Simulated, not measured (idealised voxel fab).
Documented hereafter: the process module known as voxel tone inversion.
Square cell edge 5 nm, section width 270 nm, ID cut.
For the purposes of this document, a cross-section shall be understood as a grid of square cells, specified as bands listed in top-to-bottom order, each band consisting of one or more rows of cells.
Band entry format. Leading values: height of top, height of bottom, nm. Remainder: materials in left-to-right order, each with its width in nm. Special words: "all across" on a single material, which then fills the band edge to edge; "blank", empty space.
Heights are reckoned from 0. Under this level, the received wafer is all of one material. The bottommost band is open-ended downward, for example "0 and below".
A two-number width, for instance "30->40", indicates that the width is equal to the first number in the top row of the band and to the second number in the bottom row, and that it changes by a constant amount per row of cells.
What does "everything unchanged" mean for a step? It means no cell of the cross-section changed in that step.
If an empty space has no open way to the top and is at least 8 cells in size, "Fully closed voids" lists it, written width x height at distance, where distance is measured from the left edge and every value is in nm.
after a step's settings: what the simulator itself notes on the step
"overlay nm", when on a step's line for a step with a mask, measures how far to the right of its planned place the mask lay; a negative measure means to the left.
PROCESS STEPS - PLAN
- 1: RECEIVE with material Si
- 2: CONFORMAL_DEP with material SiCN, thk nm 5
- 3: DIRECTIONAL_DEP with material aC, thk nm 25
- 4: PATTERN with tone cover, mask id POSTS, material resist, width nm 25, pitch nm 45, thk nm 35, overlay nm 0
- 5: DIRECTIONAL_ETCH with etch materials aC, depth nm 25
- 6: STRIP with etch materials resist
- 7: FILL_DEP with material lowk, thk nm 5
- 8: CMP with height nm 30
- 9: STRIP with etch materials aC
THE FIRST OF A SET OF TWO WAFERS, RUN TO PLAN
THIS IS THE CROSS-SECTION OF THE WAFER AS WE RECEIVED IT, I.E. AFTER STEP 1
* 0 and below: Si all across
* Fully closed voids: none
AFTER STEP 2
* 5 down to 0: SiCN all across
* Unchanged below 0.
AFTER STEP 3
* 30 down to 5: aC all across
* Unchanged below 5.
AFTER STEP 4
* 65 down to 30: blank 100 nm | resist 25 nm | blank 20 nm | resist 25 nm | blank 100 nm
* Unchanged below 30.
AFTER STEP 5
* 40 down to 30: blank 100 nm | resist 25 nm | blank 20 nm | resist 25 nm | blank 100 nm
* 30 down to 5: blank 100 nm | aC 25 nm | blank 20 nm | aC 25 nm | blank 100 nm
* Unchanged below 5.
AFTER STEP 6
* 30 down to 5: blank 100 nm | aC 25 nm | blank 20 nm | aC 25 nm | blank 100 nm
* Unchanged below 5.
AFTER STEP 7
* 35 down to 30: lowk all across
* 30 down to 5: lowk 100 nm | aC 25 nm | lowk 20 nm | aC 25 nm | lowk 100 nm
* Unchanged below 5.
AFTER STEP 8
* 30 down to 5: lowk 100 nm | aC 25 nm | lowk 20 nm | aC 25 nm | lowk 100 nm
* Unchanged below 5.
AFTER STEP 9
* 30 down to 5: lowk 100 nm | blank 25 nm | lowk 20 nm | blank 25 nm | lowk 100 nm
* Unchanged below 5.
SECOND WAFER, SAME STARTING STATE AND PLAN AS THE FIRST, ONE MISTAKE IN THE RUN, IDENTICAL THROUGH STEP 3
X-SECTION, SECOND WAFER, WHEN STEP 4 WAS DUE TO FINISH
* 65 down to 30: blank 95 nm | resist 25 nm | blank 20 nm | resist 25 nm | blank 105 nm
* Unchanged below 30.
X-SECTION, SECOND WAFER, WHEN STEP 5 WAS DUE TO FINISH
* 40 down to 30: blank 95 nm | resist 25 nm | blank 20 nm | resist 25 nm | blank 105 nm
* 30 down to 5: blank 95 nm | aC 25 nm | blank 20 nm | aC 25 nm | blank 105 nm
* Unchanged below 5.
X-SECTION, SECOND WAFER, WHEN STEP 6 WAS DUE TO FINISH
* 30 down to 5: blank 95 nm | aC 25 nm | blank 20 nm | aC 25 nm | blank 105 nm
* Unchanged below 5.
X-SECTION, SECOND WAFER, WHEN STEP 7 WAS DUE TO FINISH
* 35 down to 30: lowk all across
* 30 down to 5: lowk 95 nm | aC 25 nm | lowk 20 nm | aC 25 nm | lowk 105 nm
* Unchanged below 5.
X-SECTION, SECOND WAFER, WHEN STEP 8 WAS DUE TO FINISH
* 30 down to 5: lowk 95 nm | aC 25 nm | lowk 20 nm | aC 25 nm | lowk 105 nm
* Unchanged below 5.
X-SECTION, SECOND WAFER, WHEN STEP 9 WAS DUE TO FINISH
* 30 down to 5: lowk 95 nm | blank 25 nm | lowk 20 nm | blank 25 nm | lowk 105 nm
* Unchanged below 5.
What went wrong in running the wafer? so step 4 ended up running with a different setting than we planned, it ran as PATTERN with tone cover, mask id POSTS, material resist, width nm 25, pitch nm 45, thk nm 35, overlay nm -5
At the close, every material occupies the same number of cells on the second wafer as on the first, only in different positions.
